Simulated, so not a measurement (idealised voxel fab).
The name of this process module is voxel fin reveal.
We display cut, a cross-section 290 nm in width whose square cells are each 5 nm.
Cross-section, as written here: a square-cell grid given band by band from the top down, where a band holds one or more rows of cells.
Band entry format. Leading values: height of top, height of bottom, nm. Remainder: materials in left-to-right order, each with its width in nm. Special words: "all across" on a single material, which then fills the band edge to edge; "blank", empty space.
Height is counted from the level 0, under which the received wafer is composed throughout of one material. The lowest of the bands is not closed at the bottom but continues downward, in the notation "0 and below".
Width "30 to 40": first value at the band's top row of cells, second value at its bottom row, equal change from row to row.
Take "same as before" at face value: in the step it is given for, the cross-section changed in none of its cells.
What "Unvented internal voids" gives you is every empty space of 8 cells or more that is cut off from the top. Each appears as width x height at distance, with the distance taken from the left edge and width, height and distance all in nm.
Past the settings on a step's line: simulator remark, on that step.
overlay nm: step with mask; distance mask lay right of planned place; negative value = left of planned place.

Here's what the planned process steps look like:
- 1: op RECEIVE | material Si
- 2: op CONFORMAL_DEP | material SiN | thk nm 10
- 3: op DIRECTIONAL_DEP | material aC | thk nm 15
- 4: op PATTERN | tone cover | mask id FINS | material resist | width nm 15 | pitch nm 35 | thk nm 30 | overlay nm 0
- 5: op DIRECTIONAL_ETCH | etch materials aC | depth nm 15
- 6: op STRIP | etch materials resist
- 7: op DIRECTIONAL_ETCH | etch materials SiN | depth nm 10
- 8: op DIRECTIONAL_ETCH | etch materials Si | depth nm 35
- 9: op STRIP | etch materials aC
- 10: op OXIDIZE | depth nm 5
- 11: op FILL_DEP | material SiO2 | thk nm 5
- 12: op CMP | height nm 10
- 13: op SELECTIVE_ETCH | etch materials SiO2 | depth nm 35
- 14: op STRIP | etch materials SiN
- 15: op CONFORMAL_DEP | material SiO2 | thk nm 5

Wafer at receipt (post step 1), cross-section:
	0 and below: Si all across
	Unvented internal voids: none

End-of-module cross-section. Starting structure and process plan as above; one mistake made in running it:
	5 down to 0: 85 blank | 15 SiO2 | 20 blank | 15 SiO2 | 20 blank | 15 SiO2 | 20 blank | 15 SiO2 | 85 blank
	0 down to -20: 85 blank | 5 SiO2 | 5 Si | 5 SiO2 | 20 blank | 5 SiO2 | 5 Si | 5 SiO2 | 20 blank | 5 SiO2 | 5 Si | 5 SiO2 | 20 blank | 5 SiO2 | 5 Si | 5 SiO2 | 85 blank
	-20 down to -75: 90 SiO2 | 5 Si | 30 SiO2 | 5 Si | 30 SiO2 | 5 Si | 30 SiO2 | 5 Si | 90 SiO2
	-75 and below: Si all across
	Unvented internal voids: none
Deviation noted in wafer processing: it should be noted that step 8 of the plan was executed twice
